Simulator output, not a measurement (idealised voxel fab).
Proc. module: voxel wiring stack
Section cut is 275 nm wide and gridded with 5 nm square cells.
Square cells in a grid make up a cross-section in this document, and the grid is given as bands, listed from the top down, each one or more rows of cells. The entry gives the band's vertical extent as a top height and a bottom height in nm, then its horizontal make-up as materials from left to right, each with a width in nm. "blank" stands for empty space; a single material marked "throughout" fills the band edge to edge. Measure heights from 0. That's the level where, below it, the as-received wafer is all one material. The lowest band is bottomless and extends downward; write it as in "top 0, no bottom". Width: "30..40" (first number = top row, second number = bottom row, same change from row to row of cells). Key: "nothing different" - step with no changed cell in the cross-section. What "Fully closed voids" gives you is every empty space of 8 cells or more that is cut off from the top. Each appears as width x height at distance, with the distance taken from the left edge and width, height and distance all in nm. That trailing text on a step's line, after the settings, is the simulator's own remark on the step. When a step includes a mask, the "overlay nm" setting on its line states how far to the right of its planned place that mask lay, and negative values state how far to the left.

## Listed below are the process steps as planned
1) RECEIVE,material Si
2) CONFORMAL_DEP,material SiO2,thk nm 10
3) DIRECTIONAL_DEP,material TiN,thk nm 5
4) DIRECTIONAL_DEP,material W,thk nm 15
5) DIRECTIONAL_DEP,material aC,thk nm 15
6) PATTERN,tone cover,mask id METAL_1,material resist,width nm 30,pitch nm 55,thk nm 30,overlay nm 0
7) DIRECTIONAL_ETCH,etch materials aC,depth nm 15
8) STRIP,etch materials resist
9) DIRECTIONAL_ETCH,etch materials W,depth nm 15
10) DIRECTIONAL_ETCH,etch materials TiN,depth nm 5
11) STRIP,etch materials aC
12) CONFORMAL_DEP,material SiCN,thk nm 5
13) FILL_DEP,material SiO2,thk nm 10
14) CMP,height nm 30
15) CONFORMAL_DEP,material SiCN,thk nm 5
16) DIRECTIONAL_DEP,material SiO2,thk nm 20
17) PATTERN,tone open,mask id PLUG_1,material resist,width nm 15,pitch nm 55,thk nm 20,overlay nm 0
18) DIRECTIONAL_ETCH,etch materials SiO2,depth nm 20
19) DIRECTIONAL_ETCH,etch materials SiCN,depth nm 5
20) STRIP,etch materials resist
21) EPI,material Ru,thk nm 10
22) EPI,material Ru,thk nm 10
23) EPI,material Ru,thk nm 5
24) DIRECTIONAL_DEP,material TiN,thk nm 5
25) DIRECTIONAL_DEP,material Ru,thk nm 25
26) DIRECTIONAL_DEP,material aC,thk nm 15
27) PATTERN,tone cover,mask id METAL_2,material resist,width nm 30,pitch nm 55,thk nm 35,overlay nm 0
28) DIRECTIONAL_ETCH,etch materials aC,depth nm 15
29) STRIP,etch materials resist
30) DIRECTIONAL_ETCH,etch materials Ru,depth nm 25
31) DIRECTIONAL_ETCH,etch materials TiN,depth nm 5
32) STRIP,etch materials aC
33) FILL_DEP,material lowk,thk nm 5
34) CMP,height nm 85
35) CONFORMAL_DEP,material SiCN,thk nm 5
36) DIRECTIONAL_DEP,material lowk,thk nm 20
37) PATTERN,tone open,mask id PLUG_2,material resist,width nm 15,pitch nm 110,thk nm 20,overlay nm 0
38) DIRECTIONAL_ETCH,etch materials lowk,depth nm 20
39) DIRECTIONAL_ETCH,etch materials SiCN,depth nm 5
40) STRIP,etch materials resist
41) CONFORMAL_DEP,material TiN,thk nm 5
42) FILL_DEP,material Ru,thk nm 10
43) CMP,height nm 110
44) DIRECTIONAL_DEP,material TiN,thk nm 5
45) DIRECTIONAL_DEP,material Ru,thk nm 15
46) PATTERN,tone cover,mask id METAL_3,material resist,width nm 30,pitch nm 55,thk nm 20,overlay nm 0
47) DIRECTIONAL_ETCH,etch materials Ru,depth nm 15
48) DIRECTIONAL_ETCH,etch materials TiN,depth nm 5
49) STRIP,etch materials resist
50) CONFORMAL_DEP,material SiN,thk nm 5
51) FILL_DEP,material lowk,thk nm 10
52) CMP,height nm 130
53) CONFORMAL_DEP,material SiCN,thk nm 5
54) DIRECTIONAL_DEP,material SiO2,thk nm 30
55) MASKED_ETCH,tone open,mask id METAL_4,width nm 30,pitch nm 55,etch materials SiO2,depth nm 20,overlay nm 0
56) MASKED_ETCH,tone open,mask id METAL_4_HOLES,width nm 15,pitch nm 55,etch materials SiO2,depth nm 10,overlay nm 0
57) MASKED_ETCH,tone open,mask id METAL_4_HOLES,width nm 15,pitch nm 55,etch materials SiCN,depth nm 5,overlay nm 0
58) CONFORMAL_DEP,material TiN,thk nm 5
59) FILL_DEP,material Cu,thk nm 5
60) CMP,height nm 165
61) CONFORMAL_DEP,material SiCN,thk nm 5

## Cross-section of the wafer at receipt, which is the condition after step 1
* top 0, no bottom = Si throughout
* Fully closed voids: none

## Look at the cross-section after the module: the wafer started out the way shown above and the plan was the one shown above, yet one mistake was made along the way
* top 170, bottom 165 = SiCN throughout
* top 165, bottom 150 = SiO2 65 nm, TiN 5 nm, Cu 20 nm, TiN 5 nm, SiO2 25 nm, TiN 5 nm, Cu 20 nm, TiN 5 nm, SiO2 25 nm, TiN 5 nm, Cu 20 nm, TiN 5 nm, SiO2 70 nm
* top 150, bottom 145 = SiO2 65 nm, TiN 5 nm, Cu 5 nm, TiN 20 nm, SiO2 25 nm, TiN 5 nm, Cu 5 nm, TiN 20 nm, SiO2 25 nm, TiN 5 nm, Cu 5 nm, TiN 20 nm, SiO2 70 nm
* top 145, bottom 135 = SiO2 65 nm, TiN 5 nm, Cu 5 nm, TiN 5 nm, SiO2 40 nm, TiN 5 nm, Cu 5 nm, TiN 5 nm, SiO2 40 nm, TiN 5 nm, Cu 5 nm, TiN 5 nm, SiO2 85 nm
* top 135, bottom 130 = SiCN 65 nm, TiN 15 nm, SiCN 40 nm, TiN 15 nm, SiCN 40 nm, TiN 15 nm, SiCN 85 nm
* top 130, bottom 115 = lowk 60 nm, SiN 5 nm, Ru 30 nm, SiN 5 nm, lowk 15 nm, SiN 5 nm, Ru 30 nm, SiN 5 nm, lowk 15 nm, SiN 5 nm, Ru 30 nm, SiN 5 nm, lowk 65 nm
* top 115, bottom 110 = SiN 65 nm, TiN 30 nm, SiN 25 nm, TiN 30 nm, SiN 25 nm, TiN 30 nm, SiN 70 nm
* top 110, bottom 90 = Ru 60 nm, TiN 5 nm, lowk 15 nm, TiN 5 nm, Ru 85 nm, TiN 5 nm, lowk 15 nm, TiN 5 nm, Ru 80 nm
* top 90, bottom 85 = TiN 65 nm, SiCN 15 nm, TiN 95 nm, SiCN 15 nm, TiN 85 nm
* top 85, bottom 60 = lowk 65 nm, Ru 30 nm, lowk 25 nm, Ru 30 nm, lowk 25 nm, Ru 30 nm, lowk 70 nm
* top 60, bottom 55 = lowk 65 nm, TiN 30 nm, lowk 25 nm, TiN 30 nm, lowk 25 nm, TiN 30 nm, lowk 70 nm
* top 55, bottom 35 = SiO2 65 nm, Ru 15 nm, SiO2 40 nm, Ru 15 nm, SiO2 40 nm, Ru 15 nm, SiO2 85 nm
* top 35, bottom 30 = SiCN 65 nm, Ru 15 nm, SiCN 40 nm, Ru 15 nm, SiCN 40 nm, Ru 15 nm, SiCN 85 nm
* top 30, bottom 15 = SiO2 60 nm, SiCN 5 nm, W 30 nm, SiCN 5 nm, SiO2 15 nm, SiCN 5 nm, W 30 nm, SiCN 5 nm, SiO2 15 nm, SiCN 5 nm, W 30 nm, SiCN 5 nm, SiO2 65 nm
* top 15, bottom 10 = SiCN 65 nm, TiN 30 nm, SiCN 25 nm, TiN 30 nm, SiCN 25 nm, TiN 30 nm, SiCN 70 nm
* top 10, bottom 0 = SiO2 throughout
* top 0, no bottom = Si throughout
* Fully closed voids: none
Want to know what went wrong? step 37, actual vs plan mismatch, actual run PATTERN,tone cover,mask id PLUG_2,material resist,width nm 15,pitch nm 110,thk nm 20,overlay nm 0
